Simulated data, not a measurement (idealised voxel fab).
Process module, titled voxel fin reveal
Xsec cut, 215 nm wide, square cell size 5 nm.
Format of a cross-section: grid, square cells. Given as bands. Order: top down. Band: one or more rows of cells.
A band entry consists of two parts. The first gives the height of the band's top and the height of its bottom, in nm. The rest lists the band's materials from left to right, each with its width in nm. A single material labelled with the word "throughout" fills the band from edge to edge, and the word "empty" marks empty space.
Basically, 0 is our baseline, since under it the wafer straight out of the box is all one material. The bottom band has no lower end and keeps on going down, so it looks like "0 nm and below".
Quick explanation for "30..40": the width changes in equal steps down the rows of cells, from the first number in the band's top row to the second number in its bottom row.
Any step labelled "left unchanged" changed none of the cells in the cross-section.
Entry "Listed closed voids". Content: empty spaces with no open connection to the top, size 8 cells or greater. Each: width x height at distance. Distance: from left edge. Unit: nm.
Formally, on a step line, whatever follows the settings is a remark that the simulator itself makes on the step.
When a step includes a mask, the "overlay nm" setting on its line states how far to the right of its planned place that mask lay, and negative values state how far to the left.

-- These are the steps we planned for the process
1) RECEIVE: material Si
2) CONFORMAL_DEP: material SiN, thk nm 5
3) PATTERN: tone cover, mask id FINS, material resist, width nm 15, pitch nm 45, thk nm 15, overlay nm 0
4) DIRECTIONAL_ETCH: etch materials SiN, depth nm 5
5) DIRECTIONAL_ETCH: etch materials Si, depth nm 30
6) STRIP: etch materials resist
7) FILL_DEP: material SiO2, thk nm 10
8) CMP: height nm 5
9) SELECTIVE_ETCH: etch materials SiO2, depth nm 20
10) STRIP: etch materials SiN

-- Concerning the first of two wafers, which was run in accordance with the plan

-- As received (post step 1): cross-section
- 0 nm and below | Si throughout
- Listed closed voids: none

-- Once step 2 is through, the wafer looks like this in cross-section
- 5 nm to 0 nm | SiN throughout
- Under 0: no change, same as before.

-- Once step 3 is through, the wafer looks like this in cross-section
- 20 nm to 5 nm | empty=75  resist=15  empty=30  resist=15  empty=80
- Under 5: no change, same as before.

-- Once step 4 is through, the wafer looks like this in cross-section
- 20 nm to 5 nm | empty=75  resist=15  empty=30  resist=15  empty=80
- 5 nm to 0 nm | empty=75  SiN=15  empty=30  SiN=15  empty=80
- Under 0: no change, same as before.

-- Once step 5 is through, the wafer looks like this in cross-section
- 20 nm to 5 nm | empty=75  resist=15  empty=30  resist=15  empty=80
- 5 nm to 0 nm | empty=75  SiN=15  empty=30  SiN=15  empty=80
- 0 nm to -30 nm | empty=75  Si=15  empty=30  Si=15  empty=80
- Under -30: no change, same as before.

-- Once step 6 is through, the wafer looks like this in cross-section
- 5 nm to 0 nm | empty=75  SiN=15  empty=30  SiN=15  empty=80
- Under 0: no change, same as before.

-- Once step 7 is through, the wafer looks like this in cross-section
- 15 nm to 5 nm | SiO2 throughout
- 5 nm to 0 nm | SiO2=75  SiN=15  SiO2=30  SiN=15  SiO2=80
- 0 nm to -30 nm | SiO2=75  Si=15  SiO2=30  Si=15  SiO2=80
- Under -30: no change, same as before.

-- Once step 8 is through, the wafer looks like this in cross-section
- 5 nm to 0 nm | SiO2=75  SiN=15  SiO2=30  SiN=15  SiO2=80
- Under 0: no change, same as before.

-- Once step 9 is through, the wafer looks like this in cross-section
- 5 nm to 0 nm | empty=75  SiN=15  empty=30  SiN=15  empty=80
- 0 nm to -15 nm | empty=75  Si=15  empty=30  Si=15  empty=80
- Under -15: no change, same as before.

-- Once step 10 is through, the wafer looks like this in cross-section
- 0 nm to -15 nm | empty=75  Si=15  empty=30  Si=15  empty=80
- Under -15: no change, same as before.

-- The Second Wafer: Common Origin and Plan, One Mistake in Execution, Identical to the First Through Step 2

-- Second wafer: cross-section at the scheduled end of step 3
- 20 nm to 5 nm | empty=75  resist=20  empty=25  resist=20  empty=75
- Under 5: no change, same as before.

-- Second wafer: cross-section at the scheduled end of step 4
- 20 nm to 5 nm | empty=75  resist=20  empty=25  resist=20  empty=75
- 5 nm to 0 nm | empty=75  SiN=20  empty=25  SiN=20  empty=75
- Under 0: no change, same as before.

-- Second wafer: cross-section at the scheduled end of step 5
- 20 nm to 5 nm | empty=75  resist=20  empty=25  resist=20  empty=75
- 5 nm to 0 nm | empty=75  SiN=20  empty=25  SiN=20  empty=75
- 0 nm to -30 nm | empty=75  Si=20  empty=25  Si=20  empty=75
- Under -30: no change, same as before.

-- Second wafer: cross-section at the scheduled end of step 6
- 5 nm to 0 nm | empty=75  SiN=20  empty=25  SiN=20  empty=75
- Under 0: no change, same as before.

-- Second wafer: cross-section at the scheduled end of step 7
- 15 nm to 5 nm | SiO2 throughout
- 5 nm to 0 nm | SiO2=75  SiN=20  SiO2=25  SiN=20  SiO2=75
- 0 nm to -30 nm | SiO2=75  Si=20  SiO2=25  Si=20  SiO2=75
- Under -30: no change, same as before.

-- Second wafer: cross-section at the scheduled end of step 8
- 5 nm to 0 nm | SiO2=75  SiN=20  SiO2=25  SiN=20  SiO2=75
- Under 0: no change, same as before.

-- Second wafer: cross-section at the scheduled end of step 9
- 5 nm to 0 nm | empty=75  SiN=20  empty=25  SiN=20  empty=75
- 0 nm to -15 nm | empty=75  Si=20  empty=25  Si=20  empty=75
- Under -15: no change, same as before.

-- Second wafer: cross-section at the scheduled end of step 10
- 0 nm to -15 nm | empty=75  Si=20  empty=25  Si=20  empty=75
- Under -15: no change, same as before.
Want to know what went wrong? step 3 ran as: PATTERN: tone cover, mask id FINS, material resist, width nm 20, pitch nm 45, thk nm 15, overlay nm 0
Final cells, second wafer relative to first, materials higher or lower: Si: 12 more | SiO2: 6 fewer
